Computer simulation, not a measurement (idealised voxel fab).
process module | voxel wiring stack
cross-section cut | 170 nm wide | cells 5 nm
A cross-section is a grid of square cells, given in bands from the top down. A band is one or more rows of cells.
Each band's line starts with the height of the band's top and of its bottom, in nm. Then come its materials from left to right, each with its width in nm. One material with "throughout" fills the band from edge to edge. "air" is empty space.
Height 0 is the level under which the wafer as received is all one material. The lowest band goes on downwards, as in "0 down".
A width such as "30 to 40" changes by the same amount from each row of cells to the next, from the band's top row to its bottom row.
"no change" after a step means that no cell of the cross-section changed.
closed voids: empty space of 8 cells or more with no open way to the top, each as width x height at its distance from the left edge, in nm
after a step's settings: what the simulator itself notes on the step
overlay nm, on a step with a mask: how far to the right of its planned place the mask lay; to the left if negative
plan
1 op RECEIVE | material Si
2 op CONFORMAL_DEP | material SiO2 | thk nm 15
3 op DIRECTIONAL_DEP | material TiN | thk nm 5
4 op DIRECTIONAL_DEP | material Ru | thk nm 15
5 op PATTERN | tone cover | mask id METAL_1 | material resist | width nm 25 | pitch nm 40 | thk nm 15 | overlay nm 0
6 op DIRECTIONAL_ETCH | etch materials Ru | depth nm 15
7 op DIRECTIONAL_ETCH | etch materials TiN | depth nm 5
8 op STRIP | etch materials resist
9 op CONFORMAL_DEP | material SiCN | thk nm 5
10 op FILL_DEP | material lowk | thk nm 10
11 op CMP | height nm 35
12 op CONFORMAL_DEP | material SiCN | thk nm 5
13 op DIRECTIONAL_DEP | material lowk | thk nm 10
14 op PATTERN | tone open | mask id PLUG_1 | material resist | width nm 15 | thk nm 20 | overlay nm 0
15 op DIRECTIONAL_ETCH | etch materials lowk | depth nm 10
16 op DIRECTIONAL_ETCH | etch materials SiCN | depth nm 5
17 op STRIP | etch materials resist
18 op CONFORMAL_DEP | material TiN | thk nm 5
19 op FILL_DEP | material W | thk nm 10
20 op CMP | height nm 50
21 op DIRECTIONAL_DEP | material TiN | thk nm 5
22 op DIRECTIONAL_DEP | material Ru | thk nm 25
23 op DIRECTIONAL_DEP | material aC | thk nm 15
24 op PATTERN | tone cover | mask id METAL_2 | material resist | width nm 25 | pitch nm 40 | thk nm 30 | overlay nm 0
25 op DIRECTIONAL_ETCH | etch materials aC | depth nm 15
26 op STRIP | etch materials resist
27 op DIRECTIONAL_ETCH | etch materials Ru | depth nm 25
28 op DIRECTIONAL_ETCH | etch materials TiN | depth nm 5
29 op STRIP | etch materials aC
30 op FILL_DEP | material lowk | thk nm 5
31 op CMP | height nm 80
32 op CONFORMAL_DEP | material SiCN | thk nm 5
33 op DIRECTIONAL_DEP | material SiO2 | thk nm 25
34 op PATTERN | tone open | mask id METAL_3_HOLES | material resist | width nm 15 | thk nm 15 | overlay nm 0
35 op DIRECTIONAL_ETCH | etch materials SiO2 | depth nm 25
36 op STRIP | etch materials resist
37 op PATTERN | tone open | mask id METAL_3 | material resist | width nm 25 | pitch nm 40 | thk nm 15 | overlay nm 0
38 op DIRECTIONAL_ETCH | etch materials SiO2 | depth nm 15
39 op DIRECTIONAL_ETCH | etch materials SiCN | depth nm 5
40 op STRIP | etch materials resist
41 op CONFORMAL_DEP | material TiN | thk nm 5
42 op FILL_DEP | material Cu | thk nm 10
43 op CMP | height nm 110
44 op CONFORMAL_DEP | material SiN | thk nm 5
as received, after step 1
  0 down: Si throughout
  closed voids: none
a wafer at the end: this start, this plan, one mistake
  115 to 110: SiN throughout
  110 to 100: SiO2 50 | TiN 5 | Cu 15 | TiN 5 | SiO2 15 | TiN 5 | Cu 15 | TiN 5 | SiO2 55
  100 to 95: SiO2 50 | TiN 5 | Cu 5 | TiN 15 | SiO2 15 | TiN 25 | SiO2 55
  95 to 85: SiO2 50 | TiN 5 | Cu 5 | TiN 5 | SiO2 105
  85 to 80: SiCN 50 | TiN 15 | SiCN 105
  80 to 55: lowk 55 | Ru 20 | lowk 20 | Ru 20 | lowk 55
  55 to 50: lowk 55 | TiN 20 | lowk 20 | TiN 20 | lowk 55
  50 to 40: lowk 50 | TiN 5 | W 5 | TiN 5 | lowk 105
  40 to 35: SiCN 50 | TiN 15 | SiCN 105
  35 to 20: lowk 45 | SiCN 5 | Ru 25 | SiCN 5 | lowk 5 | SiCN 5 | Ru 25 | SiCN 5 | lowk 50
  20 to 15: SiCN 50 | TiN 25 | SiCN 15 | TiN 25 | SiCN 55
  15 to 0: SiO2 throughout
  0 down: Si throughout
  closed voids: none
what went wrong: step 24 ran as: op PATTERN | tone cover | mask id METAL_2 | material resist | width nm 20 | pitch nm 40 | thk nm 30 | overlay nm 0
